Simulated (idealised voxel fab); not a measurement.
process module | voxel self aligned vias
cross-section cut | 280 nm wide | cells 5 nm
A cross-section is a grid of square cells, given in bands from the top down. A band is one or more rows of cells.
Each band's line starts with the height of the band's top and of its bottom, in nm. Then come its materials from left to right, each with its width in nm. One material with "throughout" fills the band from edge to edge. "air" is empty space.
Height 0 is the level under which the wafer as received is all one material. The lowest band goes on downwards, as in "0 down".
A width such as "30 to 40" changes by the same amount from each row of cells to the next, from the band's top row to its bottom row.
"no change" after a step means that no cell of the cross-section changed.
closed voids: empty space of 8 cells or more with no open way to the top, each as width x height at its distance from the left edge, in nm
after a step's settings: what the simulator itself notes on the step
overlay nm, on a step with a mask: how far to the right of its planned place the mask lay; to the left if negative
plan
1 op RECEIVE | material Si
2 op CONFORMAL_DEP | material SiO2 | thk nm 10
3 op CONFORMAL_DEP | material SiCN | thk nm 5
4 op DIRECTIONAL_DEP | material lowk | thk nm 20
5 op DIRECTIONAL_DEP | material aC | thk nm 10
6 op PATTERN | tone open | mask id LINES | material resist | width nm 25 | pitch nm 70 | thk nm 25 | overlay nm 0
7 op DIRECTIONAL_ETCH | etch materials aC | depth nm 10
8 op STRIP | etch materials resist
9 op DIRECTIONAL_ETCH | etch materials lowk | depth nm 20
10 op STRIP | etch materials aC
11 op CONFORMAL_DEP | material TiN | thk nm 5
12 op FILL_DEP | material Ru | thk nm 10
13 op CMP | height nm 35
14 op SELECTIVE_ETCH | etch materials W Ru TiN | depth nm 10
15 op FILL_DEP | material SiN | thk nm 10
16 op CMP | height nm 35
17 op DIRECTIONAL_DEP | material lowk | thk nm 15
18 op DIRECTIONAL_DEP | material aC | thk nm 15
19 op PATTERN | tone open | mask id VIAS | material resist | width nm 45 | pitch nm 70 | thk nm 30 | overlay nm 0
20 op DIRECTIONAL_ETCH | etch materials aC | depth nm 15
21 op STRIP | etch materials resist
22 op DIRECTIONAL_ETCH | etch materials lowk | depth nm 15
23 op DIRECTIONAL_ETCH | etch materials SiN | depth nm 10
24 op STRIP | etch materials aC
25 op CONFORMAL_DEP | material TiN | thk nm 5
26 op FILL_DEP | material W | thk nm 10
27 op CMP | height nm 50
28 op CONFORMAL_DEP | material SiCN | thk nm 5
first wafer, as planned
as received, after step 1
  0 down: Si throughout
  closed voids: none
after step 2
  10 to 0: SiO2 throughout
  below 0: unchanged
after step 3
  15 to 10: SiCN throughout
  below 10: unchanged
after step 4
  35 to 15: lowk throughout
  below 15: unchanged
after step 5
  45 to 35: aC throughout
  below 35: unchanged
after step 6
  70 to 45: resist 55 | air 25 | resist 45 | air 25 | resist 45 | air 25 | resist 60
  below 45: unchanged
after step 7
  60 to 45: resist 55 | air 25 | resist 45 | air 25 | resist 45 | air 25 | resist 60
  45 to 35: aC 55 | air 25 | aC 45 | air 25 | aC 45 | air 25 | aC 60
  below 35: unchanged
after step 8
  45 to 35: aC 55 | air 25 | aC 45 | air 25 | aC 45 | air 25 | aC 60
  below 35: unchanged
after step 9
  45 to 35: aC 55 | air 25 | aC 45 | air 25 | aC 45 | air 25 | aC 60
  35 to 15: lowk 55 | air 25 | lowk 45 | air 25 | lowk 45 | air 25 | lowk 60
  below 15: unchanged
after step 10
  35 to 15: lowk 55 | air 25 | lowk 45 | air 25 | lowk 45 | air 25 | lowk 60
  below 15: unchanged
after step 11
  40 to 35: TiN 60 | air 15 | TiN 55 | air 15 | TiN 55 | air 15 | TiN 65
  35 to 20: lowk 55 | TiN 5 | air 15 | TiN 5 | lowk 45 | TiN 5 | air 15 | TiN 5 | lowk 45 | TiN 5 | air 15 | TiN 5 | lowk 60
  20 to 15: lowk 55 | TiN 25 | lowk 45 | TiN 25 | lowk 45 | TiN 25 | lowk 60
  below 15: unchanged
after step 12
  50 to 40: Ru throughout
  40 to 35: TiN 60 | Ru 15 | TiN 55 | Ru 15 | TiN 55 | Ru 15 | TiN 65
  35 to 20: lowk 55 | TiN 5 | Ru 15 | TiN 5 | lowk 45 | TiN 5 | Ru 15 | TiN 5 | lowk 45 | TiN 5 | Ru 15 | TiN 5 | lowk 60
  below 20: unchanged
after step 13
  35 to 20: lowk 55 | TiN 5 | Ru 15 | TiN 5 | lowk 45 | TiN 5 | Ru 15 | TiN 5 | lowk 45 | TiN 5 | Ru 15 | TiN 5 | lowk 60
  below 20: unchanged
after step 14
  35 to 25: lowk 55 | air 25 | lowk 45 | air 25 | lowk 45 | air 25 | lowk 60
  below 25: unchanged
after step 15
  45 to 35: SiN throughout
  35 to 25: lowk 55 | SiN 25 | lowk 45 | SiN 25 | lowk 45 | SiN 25 | lowk 60
  below 25: unchanged
after step 16
  35 to 25: lowk 55 | SiN 25 | lowk 45 | SiN 25 | lowk 45 | SiN 25 | lowk 60
  below 25: unchanged
after step 17
  50 to 35: lowk throughout
  below 35: unchanged
after step 18
  65 to 50: aC throughout
  below 50: unchanged
after step 19
  95 to 65: resist 45 | air 45 | resist 25 | air 45 | resist 25 | air 45 | resist 50
  below 65: unchanged
after step 20
  80 to 65: resist 45 | air 45 | resist 25 | air 45 | resist 25 | air 45 | resist 50
  65 to 50: aC 45 | air 45 | aC 25 | air 45 | aC 25 | air 45 | aC 50
  below 50: unchanged
after step 21
  65 to 50: aC 45 | air 45 | aC 25 | air 45 | aC 25 | air 45 | aC 50
  below 50: unchanged
after step 22
  65 to 50: aC 45 | air 45 | aC 25 | air 45 | aC 25 | air 45 | aC 50
  50 to 35: lowk 45 | air 45 | lowk 25 | air 45 | lowk 25 | air 45 | lowk 50
  below 35: unchanged
after step 23
  65 to 50: aC 45 | air 45 | aC 25 | air 45 | aC 25 | air 45 | aC 50
  50 to 35: lowk 45 | air 45 | lowk 25 | air 45 | lowk 25 | air 45 | lowk 50
  35 to 25: lowk 55 | air 25 | lowk 45 | air 25 | lowk 45 | air 25 | lowk 60
  below 25: unchanged
after step 24
  50 to 35: lowk 45 | air 45 | lowk 25 | air 45 | lowk 25 | air 45 | lowk 50
  below 35: unchanged
after step 25
  55 to 50: TiN 50 | air 35 | TiN 35 | air 35 | TiN 35 | air 35 | TiN 55
  50 to 40: lowk 45 | TiN 5 | air 35 | TiN 5 | lowk 25 | TiN 5 | air 35 | TiN 5 | lowk 25 | TiN 5 | air 35 | TiN 5 | lowk 50
  40 to 30: lowk 45 to 55 | TiN 15 to 5 | air 15 | TiN 15 to 5 | lowk 25 to 45 | TiN 15 to 5 | air 15 | TiN 15 to 5 | lowk 25 to 45 | TiN 15 to 5 | air 15 | TiN 15 to 5 | lowk 50 to 60
  30 to 25: lowk 55 | TiN 25 | lowk 45 | TiN 25 | lowk 45 | TiN 25 | lowk 60
  below 25: unchanged
after step 26
  65 to 55: W throughout
  55 to 50: TiN 50 | W 35 | TiN 35 | W 35 | TiN 35 | W 35 | TiN 55
  50 to 40: lowk 45 | TiN 5 | W 35 | TiN 5 | lowk 25 | TiN 5 | W 35 | TiN 5 | lowk 25 | TiN 5 | W 35 | TiN 5 | lowk 50
  40 to 30: lowk 45 to 55 | TiN 15 to 5 | W 15 | TiN 15 to 5 | lowk 25 to 45 | TiN 15 to 5 | W 15 | TiN 15 to 5 | lowk 25 to 45 | TiN 15 to 5 | W 15 | TiN 15 to 5 | lowk 50 to 60
  below 30: unchanged
after step 27
  50 to 40: lowk 45 | TiN 5 | W 35 | TiN 5 | lowk 25 | TiN 5 | W 35 | TiN 5 | lowk 25 | TiN 5 | W 35 | TiN 5 | lowk 50
  below 40: unchanged
after step 28
  55 to 50: SiCN throughout
  below 50: unchanged
second wafer: like start, like plan, one mistake. Through step 18 it matches the first wafer
when step 19 should have ended
  95 to 65: resist 55 | air 45 | resist 25 | air 45 | resist 25 | air 45 | resist 40
  below 65: unchanged
when step 20 should have ended
  80 to 65: resist 55 | air 45 | resist 25 | air 45 | resist 25 | air 45 | resist 40
  65 to 50: aC 55 | air 45 | aC 25 | air 45 | aC 25 | air 45 | aC 40
  below 50: unchanged
when step 21 should have ended
  65 to 50: aC 55 | air 45 | aC 25 | air 45 | aC 25 | air 45 | aC 40
  below 50: unchanged
when step 22 should have ended
  65 to 50: aC 55 | air 45 | aC 25 | air 45 | aC 25 | air 45 | aC 40
  50 to 35: lowk 55 | air 45 | lowk 25 | air 45 | lowk 25 | air 45 | lowk 40
  below 35: unchanged
when step 23 should have ended
  65 to 50: aC 55 | air 45 | aC 25 | air 45 | aC 25 | air 45 | aC 40
  50 to 35: lowk 55 | air 45 | lowk 25 | air 45 | lowk 25 | air 45 | lowk 40
  35 to 25: lowk 55 | air 25 | lowk 45 | air 25 | lowk 45 | air 25 | lowk 60
  below 25: unchanged
when step 24 should have ended
  50 to 35: lowk 55 | air 45 | lowk 25 | air 45 | lowk 25 | air 45 | lowk 40
  below 35: unchanged
when step 25 should have ended
  55 to 50: TiN 60 | air 35 | TiN 35 | air 35 | TiN 35 | air 35 | TiN 45
  50 to 40: lowk 55 | TiN 5 | air 35 | TiN 5 | lowk 25 | TiN 5 | air 35 | TiN 5 | lowk 25 | TiN 5 | air 35 | TiN 5 | lowk 40
  40 to 30: lowk 55 | TiN 5 | air 15 | TiN 25 to 5 | lowk 25 to 45 | TiN 5 | air 15 | TiN 25 to 5 | lowk 25 to 45 | TiN 5 | air 15 | TiN 25 to 5 | lowk 40 to 60
  30 to 25: lowk 55 | TiN 25 | lowk 45 | TiN 25 | lowk 45 | TiN 25 | lowk 60
  below 25: unchanged
when step 26 should have ended
  65 to 55: W throughout
  55 to 50: TiN 60 | W 35 | TiN 35 | W 35 | TiN 35 | W 35 | TiN 45
  50 to 40: lowk 55 | TiN 5 | W 35 | TiN 5 | lowk 25 | TiN 5 | W 35 | TiN 5 | lowk 25 | TiN 5 | W 35 | TiN 5 | lowk 40
  40 to 30: lowk 55 | TiN 5 | W 15 | TiN 25 to 5 | lowk 25 to 45 | TiN 5 | W 15 | TiN 25 to 5 | lowk 25 to 45 | TiN 5 | W 15 | TiN 25 to 5 | lowk 40 to 60
  below 30: unchanged
when step 27 should have ended
  50 to 40: lowk 55 | TiN 5 | W 35 | TiN 5 | lowk 25 | TiN 5 | W 35 | TiN 5 | lowk 25 | TiN 5 | W 35 | TiN 5 | lowk 40
  below 40: unchanged
when step 28 should have ended
  55 to 50: SiCN throughout
  below 50: unchanged
what went wrong: step 19 ran as: op PATTERN | tone open | mask id VIAS | material resist | width nm 45 | pitch nm 70 | thk nm 30 | overlay nm 10
at the end the second wafer has, in cells: as many of each material as the first, in other places
